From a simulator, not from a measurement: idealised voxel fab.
The process module presented herein is designated voxel released beams.
Pictured: cross-section cut, 245 nm wide, on a grid of 5 nm square cells.
Cross-section, as written here: a square-cell grid given band by band from the top down, where a band holds one or more rows of cells. Band: top height; bottom height; in nm. Then, left to right: material with width in nm, for each material. "all across": a single material spanning edge to edge. "empty": empty space. Measure heights from 0. That's the level where, below it, the as-received wafer is all one material. The lowest band is bottomless and extends downward; write it as in "0 down". Width spec "30 to 40" -> top row of cells at first value, bottom row at second value, equal per-row change in between. The cross-section has no changed cell in any step marked "nothing got changed". Closed empty spaces (no open way to the top) of 8 cells or more are what "Trapped voids" lists, each as width x height at distance from the left edge, nm for all three. Heads up: the bit after the settings on a step's line is the simulator's remark on that step. overlay nm: where the mask lay relative to plan, measured to the right, on steps with a mask; negatives go left.
### Here's what the planned process steps look like
- 1: RECEIVE,material Si
- 2: CONFORMAL_DEP,material Al2O3,thk nm 10
- 3: DIRECTIONAL_DEP,material SiO2,thk nm 10
- 4: DIRECTIONAL_DEP,material aC,thk nm 10
- 5: PATTERN,tone open,mask id ANCHOR,material resist,width nm 35,thk nm 25,overlay nm 0
- 6: DIRECTIONAL_ETCH,etch materials aC,depth nm 10
- 7: STRIP,etch materials resist
- 8: DIRECTIONAL_ETCH,etch materials SiO2,depth nm 10
- 9: STRIP,etch materials aC
- 10: CONFORMAL_DEP,material W,thk nm 15
- 11: DIRECTIONAL_DEP,material aC,thk nm 15
- 12: PATTERN,tone cover,mask id BEAM,material resist,width nm 105,thk nm 30,overlay nm 0
- 13: DIRECTIONAL_ETCH,etch materials aC,depth nm 15
- 14: STRIP,etch materials resist
- 15: DIRECTIONAL_ETCH,etch materials W,depth nm 15
- 16: STRIP,etch materials aC
- 17: STRIP,etch materials SiO2
### Below: the first of two wafers, run as planned
### Cross-section: wafer on arrival = after step 1
- 0 down: Si all across
- Trapped voids: none
### after step 2
- 10 to 0: Al2O3 all across
- Everything under 0 stays put, no change at all.
### after step 3
- 20 to 10: SiO2 all across
- Everything under 10 stays put, no change at all.
### after step 4
- 30 to 20: aC all across
- Everything under 20 stays put, no change at all.
### after step 5
- 55 to 30: resist: 70, then empty: 35, then resist: 140
- Everything under 30 stays put, no change at all.
### after step 6
- 45 to 30: resist: 70, then empty: 35, then resist: 140
- 30 to 20: aC: 70, then empty: 35, then aC: 140
- Everything under 20 stays put, no change at all.
### after step 7
- 30 to 20: aC: 70, then empty: 35, then aC: 140
- Everything under 20 stays put, no change at all.
### after step 8
- 30 to 20: aC: 70, then empty: 35, then aC: 140
- 20 to 10: SiO2: 70, then empty: 35, then SiO2: 140
- Everything under 10 stays put, no change at all.
### after step 9
- 20 to 10: SiO2: 70, then empty: 35, then SiO2: 140
- Everything under 10 stays put, no change at all.
### after step 10
- 35 to 25: W: 85, then empty: 5, then W: 155
- 25 to 20: W all across
- 20 to 10: SiO2: 70, then W: 35, then SiO2: 140
- Everything under 10 stays put, no change at all.
### after step 11
- 50 to 40: aC: 85, then empty: 5, then aC: 155
- 40 to 35: aC all across
- 35 to 25: W: 85, then aC: 5, then W: 155
- Everything under 25 stays put, no change at all.
### after step 12
- 80 to 50: empty: 65, then resist: 105, then empty: 75
- 50 to 40: aC: 85, then resist: 5, then aC: 155
- Everything under 40 stays put, no change at all.
### after step 13
- 65 to 50: empty: 65, then resist: 105, then empty: 75
- 50 to 40: empty: 65, then aC: 20, then resist: 5, then aC: 80, then empty: 75
- 40 to 35: empty: 65, then aC: 105, then empty: 75
- Everything under 35 stays put, no change at all.
### after step 14
- 50 to 40: empty: 65, then aC: 20, then empty: 5, then aC: 80, then empty: 75
- Everything under 40 stays put, no change at all.
### after step 15
- 50 to 40: empty: 65, then aC: 20, then empty: 5, then aC: 80, then empty: 75
- 40 to 35: empty: 65, then aC: 105, then empty: 75
- 35 to 25: empty: 65, then W: 20, then aC: 5, then W: 80, then empty: 75
- 25 to 20: empty: 65, then W: 105, then empty: 75
- Everything under 20 stays put, no change at all.
### after step 16
- 35 to 25: empty: 65, then W: 20, then empty: 5, then W: 80, then empty: 75
- Everything under 25 stays put, no change at all.
### after step 17
- 35 to 25: empty: 65, then W: 20, then empty: 5, then W: 80, then empty: 75
- 25 to 20: empty: 65, then W: 105, then empty: 75
- 20 to 10: empty: 70, then W: 35, then empty: 140
- Everything under 10 stays put, no change at all.
### The second wafer: identical to the first at the outset and in its planned sequence, differing only in that one mistake was made during processing; up to and including step 1, its path is the first wafer's path
### Second wafer, cut view, end of step 2 per plan
- 10 to 0: SiO2 all across
- Everything under 0 stays put, no change at all.
### Second wafer, cut view, end of step 3 per plan
- 20 to 10: Al2O3 all across
- Everything under 10 stays put, no change at all.
### Second wafer, cut view, end of step 4 per plan
- 30 to 20: aC all across
- Everything under 20 stays put, no change at all.
### Second wafer, cut view, end of step 5 per plan
- 55 to 30: resist: 70, then empty: 35, then resist: 140
- Everything under 30 stays put, no change at all.
### Second wafer, cut view, end of step 6 per plan
- 45 to 30: resist: 70, then empty: 35, then resist: 140
- 30 to 20: aC: 70, then empty: 35, then aC: 140
- Everything under 20 stays put, no change at all.
### Second wafer, cut view, end of step 7 per plan
- 30 to 20: aC: 70, then empty: 35, then aC: 140
- Everything under 20 stays put, no change at all.
Second wafer, cut view, end of step 8 per plan: nothing got changed
### Second wafer, cut view, end of step 9 per plan
- 20 to 10: Al2O3 all across
- Everything under 10 stays put, no change at all.
### Second wafer, cut view, end of step 10 per plan
- 35 to 20: W all across
- Everything under 20 stays put, no change at all.
### Second wafer, cut view, end of step 11 per plan
- 50 to 35: aC all across
- Everything under 35 stays put, no change at all.
### Second wafer, cut view, end of step 12 per plan
- 80 to 50: empty: 65, then resist: 105, then empty: 75
- Everything under 50 stays put, no change at all.
### Second wafer, cut view, end of step 13 per plan
- 65 to 50: empty: 65, then resist: 105, then empty: 75
- 50 to 35: empty: 65, then aC: 105, then empty: 75
- Everything under 35 stays put, no change at all.
### Second wafer, cut view, end of step 14 per plan
- 50 to 35: empty: 65, then aC: 105, then empty: 75
- Everything under 35 stays put, no change at all.
### Second wafer, cut view, end of step 15 per plan
- 50 to 35: empty: 65, then aC: 105, then empty: 75
- 35 to 20: empty: 65, then W: 105, then empty: 75
- Everything under 20 stays put, no change at all.
### Second wafer, cut view, end of step 16 per plan
- 35 to 20: empty: 65, then W: 105, then empty: 75
- Everything under 20 stays put, no change at all.
Second wafer, cut view, end of step 17 per plan: nothing got changed
Error vs. plan: deviation from plan: step 3 and step 2 executed in one another's positions
Looking at both finished wafers in cells, the second ends up ahead of or behind the first on some materials: 98 more of SiO2 | 12 fewer of W
